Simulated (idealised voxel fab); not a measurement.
The document below concerns the process module designated voxel lift off.
Square cell edge 5 nm, section width 175 nm, ID cut.
Each cross-section below is a grid of square cells, stated as bands in top-down order, with one or more rows of cells making up each band.
Basically the band line says how high the top is and how high the bottom is, in nm, and then what's in it from left to right, every material with its width in nm. Empty space shows up as "air", and if a single material carries "edge to edge" it runs the full band edge to edge.
Heads up on the height convention: 0 is the point under which the incoming wafer is all one material, and the lowest band has no bottom, it just keeps going down, like "top 0, no bottom".
Note: "30..40" means the width goes from the first number (top row of the band) to the second number (bottom row) in equal steps per row of cells.
Where the words "stayed the same" appear for a step, the cross-section shows no cell changed by that step; every cell remained as before.
"Unvented voids" - sealed voids, min. 8 cells, no opening to top; format: width x height at distance (distance from left edge; nm throughout).
On each step's line, the part that comes after the settings is the simulator's own comment on the step.
overlay nm: how far to the right of its planned place the mask lay on this masked step (negative: to the left).
Steps planned for the process:
1. op RECEIVE | material Si
2. op CONFORMAL_DEP | material SiO2 | thk nm 5
3. op PATTERN | tone open | mask id LINES | material resist | width nm 15 | pitch nm 40 | thk nm 20 | overlay nm 0
4. op DIRECTIONAL_DEP | material Ru | thk nm 5
5. op STRIP | etch materials resist
6. op CONFORMAL_DEP | material SiO2 | thk nm 10
Step 1 complete: cross-section of the wafer as received:
top 0, no bottom  Si edge to edge
Unvented voids: none
first wafer at the end, as planned:
top 20, bottom 15  10 nm air / 35 nm SiO2 / 5 nm air / 35 nm SiO2 / 5 nm air / 35 nm SiO2 / 5 nm air / 35 nm SiO2 / 10 nm air
top 15, bottom 10  SiO2 edge to edge
top 10, bottom 5  20 nm SiO2 / 15 nm Ru / 25 nm SiO2 / 15 nm Ru / 25 nm SiO2 / 15 nm Ru / 25 nm SiO2 / 15 nm Ru / 20 nm SiO2
top 5, bottom 0  SiO2 edge to edge
top 0, no bottom  Si edge to edge
Unvented voids: none
Cross-section, wafer two of two, end of module: same start and plan as wafer one, one error in execution:
top 20, bottom 15  10 nm air / 160 nm SiO2 / 5 nm air
top 15, bottom 10  SiO2 edge to edge
top 10, bottom 5  20 nm SiO2 / 20 nm Ru / 20 nm SiO2 / 20 nm Ru / 20 nm SiO2 / 20 nm Ru / 20 nm SiO2 / 20 nm Ru / 15 nm SiO2
top 5, bottom 0  SiO2 edge to edge
top 0, no bottom  Si edge to edge
Unvented voids: none
What was done differently from what was planned? step 3 ran differently from the plan; actual operation with settings: op PATTERN | tone open | mask id LINES | material resist | width nm 20 | pitch nm 40 | thk nm 20 | overlay nm 0
Final cells, second wafer relative to first, materials higher or lower: 4 more of Ru
